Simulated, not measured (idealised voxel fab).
The process module presented herein is designated voxel double patterning.
The width of the displayed cross-section, cut, is 165 nm; its cells are square, with a size of 5 nm.
Format of a cross-section: grid, square cells. Given as bands. Order: top down. Band: one or more rows of cells.
In this notation a band is specified by the heights of its top and bottom, in that order and in nm, after which its materials appear from left to right, each paired with its width in nm. The word "throughout" attached to a single material means that material fills the band from edge to edge; the word "air" stands for empty space.
Height datum 0, below which the as-received substrate wafer is one material. Lowest band open at the bottom, running downward: "0 -> down".
You'd read "30 to 40" like this: the band's top row of cells is as wide as the first number, its bottom row is as wide as the second, and going down, every row changes width by the same amount as the row before did.
"remained unchanged" means the step left every cell of the cross-section as it was.
"Sealed void inventory" specifies each empty space that is not open to the top and that occupies no fewer than 8 cells, using the form width x height at distance, the distance measured from the left edge and all three quantities in nm.
On each step's line, the part that comes after the settings is the simulator's own comment on the step.
overlay nm: mask offset rightward from planned place, masked step; negative means leftward offset.
-- Process steps (planned)
1) RECEIVE, material Si
2) CONFORMAL_DEP, material SiO2, thk nm 5
3) DIRECTIONAL_DEP, material TiN, thk nm 10
4) DIRECTIONAL_DEP, material SiCN, thk nm 5
5) MASKED_ETCH, tone open, mask id FIRST, width nm 15, pitch nm 50, etch materials SiCN, depth nm 5, overlay nm 0
6) MASKED_ETCH, tone open, mask id SECOND, width nm 15, pitch nm 50, etch materials SiCN, depth nm 5, overlay nm 0
7) DIRECTIONAL_ETCH, etch materials TiN, depth nm 10
8) STRIP, etch materials SiCN
-- as received, after step 1
    0 -> down  Si throughout
    Sealed void inventory: none
-- Cross-sectional view of the first of the two wafers upon completion of the module, processed in accordance with the plan
    15 -> 5  TiN (25); air (15); TiN (10); air (15); TiN (10); air (15); TiN (10); air (15); TiN (10); air (15); TiN (25)
    5 -> 0  SiO2 throughout
    0 -> down  Si throughout
    Sealed void inventory: none
-- Cross-section, second wafer: same start as the first, same plan as the first, one mistake in running it; taken at the end of the module
    20 -> 15  SiCN (25); air (15); SiCN (10); air (15); SiCN (10); air (15); SiCN (10); air (15); SiCN (10); air (15); SiCN (25)
    15 -> 5  TiN (25); air (15); TiN (10); air (15); TiN (10); air (15); TiN (10); air (15); TiN (10); air (15); TiN (25)
    5 -> 0  SiO2 throughout
    0 -> down  Si throughout
    Sealed void inventory: none
Deviation from plan: with respect to the plan, step 8 was omitted and not executed
The second wafer ends with more or fewer cells of some materials than the first, per final count: SiCN +18
